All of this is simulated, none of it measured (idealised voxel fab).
process module | voxel transistor to metal
cross-section cut | 150 nm wide | cells 5 nm
A cross-section is a grid of square cells, given in bands from the top down. A band is one or more rows of cells.
Each band's line starts with the height of the band's top and of its bottom, in nm. Then come its materials from left to right, each with its width in nm. One material with "throughout" fills the band from edge to edge. "air" is empty space.
Height 0 is the level under which the wafer as received is all one material. The lowest band goes on downwards, as in "0 down".
A width such as "30 to 40" changes by the same amount from each row of cells to the next, from the band's top row to its bottom row.
"no change" after a step means that no cell of the cross-section changed.
closed voids: empty space of 8 cells or more with no open way to the top, each as width x height at its distance from the left edge, in nm
after a step's settings: what the simulator itself notes on the step
overlay nm, on a step with a mask: how far to the right of its planned place the mask lay; to the left if negative
plan
1 op RECEIVE | material Si
2 op CONFORMAL_DEP | material SiO2 | thk nm 5
3 op CONFORMAL_DEP | material SiN | thk nm 10
4 op PATTERN | tone cover | mask id ACTIVE | material resist | width nm 95 | thk nm 15 | overlay nm 0
5 op DIRECTIONAL_ETCH | etch materials SiN | depth nm 10
6 op DIRECTIONAL_ETCH | etch materials SiO2 | depth nm 5
7 op DIRECTIONAL_ETCH | etch materials Si | depth nm 25
8 op STRIP | etch materials resist
9 op OXIDIZE | depth nm 5
10 op FILL_DEP | material SiO2 | thk nm 10
11 op CMP | height nm 15
12 op SELECTIVE_ETCH | etch materials SiO2 | depth nm 5
13 op STRIP | etch materials SiN
14 op SELECTIVE_ETCH | etch materials SiO2 | depth nm 5
15 op OXIDIZE | depth nm 5
16 op DIRECTIONAL_DEP | material polySi | thk nm 30
17 op DIRECTIONAL_DEP | material SiCN | thk nm 10
18 op MASKED_ETCH | tone cover | mask id GATE | width nm 15 | etch materials SiCN | depth nm 20 | overlay nm 0
19 op MASKED_ETCH | tone cover | mask id GATE | width nm 15 | etch materials polySi | depth nm 40 | overlay nm 0
20 op CONFORMAL_DEP | material SiN | thk nm 10
21 op DIRECTIONAL_ETCH | etch materials SiN | depth nm 10
22 op DIRECTIONAL_ETCH | etch materials SiO2 | depth nm 5
23 op DIRECTIONAL_ETCH | etch materials Si | depth nm 10
24 op EPI | material pSi | thk nm 10
25 op FILL_DEP | material SiO2 | thk nm 5
26 op CMP | height nm 40
27 op DIRECTIONAL_DEP | material SiO2 | thk nm 15
28 op MASKED_ETCH | tone open | mask id CONTACT | width nm 20 | pitch nm 65 | etch materials SiO2 | depth nm 60 | overlay nm 0
29 op CONFORMAL_DEP | material TiN | thk nm 5
30 op FILL_DEP | material Ru | thk nm 5
31 op CMP | height nm 55
32 op CONFORMAL_DEP | material SiCN | thk nm 5
33 op DIRECTIONAL_DEP | material SiO2 | thk nm 20
34 op PATTERN | tone open | mask id METAL_1 | material resist | width nm 20 | pitch nm 65 | thk nm 15 | overlay nm 0
35 op DIRECTIONAL_ETCH | etch materials SiO2 | depth nm 20
36 op DIRECTIONAL_ETCH | etch materials SiCN | depth nm 5
37 op STRIP | etch materials resist
38 op CONFORMAL_DEP | material TiN | thk nm 5
39 op FILL_DEP | material Cu | thk nm 5
40 op CMP | height nm 80
41 op CONFORMAL_DEP | material SiN | thk nm 5
as received, after step 1
  0 down: Si throughout
  closed voids: none
first wafer at the end, as planned
  85 to 80: SiN throughout
  80 to 60: SiO2 30 | TiN 5 | Cu 10 | TiN 5 | SiO2 45 | TiN 5 | Cu 10 | TiN 5 | SiO2 35
  60 to 55: SiCN 30 | TiN 20 | SiCN 45 | TiN 20 | SiCN 35
  55 to 40: SiO2 30 | TiN 5 | Ru 10 | TiN 5 | SiO2 45 | TiN 5 | Ru 10 | TiN 5 | SiO2 35
  40 to 30: SiO2 30 | TiN 5 | Ru 10 | TiN 5 | SiO2 5 | SiN 10 | SiCN 15 | SiN 10 | SiO2 5 | TiN 5 | Ru 10 | TiN 5 | SiO2 35
  30 to 10: SiO2 30 | TiN 5 | Ru 10 | TiN 5 | SiO2 5 | SiN 10 | polySi 15 | SiN 10 | SiO2 5 | TiN 5 | Ru 10 | TiN 5 | SiO2 35
  10 to 5: SiO2 30 | TiN 5 | Ru 5 | TiN 10 | SiO2 5 | SiN 10 | polySi 15 | SiN 10 | SiO2 5 | TiN 10 | Ru 5 | TiN 5 | SiO2 35
  5 to 0: SiO2 20 | SiN 10 | TiN 5 | Ru 5 | TiN 5 | pSi 10 | SiN 10 | polySi 15 | SiN 10 | pSi 10 | TiN 5 | Ru 5 | TiN 5 | SiN 10 | SiO2 25
  0 to -5: SiO2 30 | TiN 15 | pSi 10 | SiO2 35 | pSi 10 | TiN 15 | SiO2 35
  -5 to -15: SiO2 30 | pSi 25 | Si 35 | pSi 25 | SiO2 35
  -15 to -30: SiO2 30 | Si 85 | SiO2 35
  -30 down: Si throughout
  closed voids: none
second wafer at the end: like start, like plan, one mistake
  85 to 80: SiN throughout
  80 to 60: SiO2 30 | TiN 5 | Cu 10 | TiN 5 | SiO2 45 | TiN 5 | Cu 10 | TiN 5 | SiO2 35
  60 to 55: SiCN 30 | TiN 20 | SiCN 45 | TiN 20 | SiCN 35
  55 to 40: SiO2 30 | TiN 5 | Ru 10 | TiN 5 | SiO2 45 | TiN 5 | Ru 10 | TiN 5 | SiO2 35
  40 to 30: SiO2 30 | TiN 5 | Ru 10 | TiN 5 | SiO2 5 | SiN 10 | SiCN 15 | SiN 10 | SiO2 5 | TiN 5 | Ru 10 | TiN 5 | SiO2 35
  30 to 15: SiO2 30 | TiN 5 | Ru 10 | TiN 5 | SiO2 5 | SiN 10 | polySi 15 | SiN 10 | SiO2 5 | TiN 5 | Ru 10 | TiN 5 | SiO2 35
  15 to 10: SiO2 30 | TiN 20 | SiO2 5 | SiN 10 | polySi 15 | SiN 10 | SiO2 5 | TiN 20 | SiO2 35
  10 to 5: SiO2 55 | SiN 10 | polySi 15 | SiN 10 | SiO2 60
  5 to 0: SiO2 20 | SiN 10 | SiO2 15 | pSi 10 | SiN 10 | polySi 15 | SiN 10 | pSi 10 | SiO2 15 | SiN 10 | SiO2 25
  0 to -5: SiO2 45 | pSi 10 | SiO2 35 | pSi 10 | SiO2 50
  -5 to -15: SiO2 30 | pSi 25 | Si 35 | pSi 25 | SiO2 35
  -15 to -30: SiO2 30 | Si 85 | SiO2 35
  -30 down: Si throughout
  closed voids: none
what went wrong: step 27 was run twice
at the end the second wafer has, in cells: 8 fewer of Ru | 20 more of SiO2 | 12 fewer of TiN
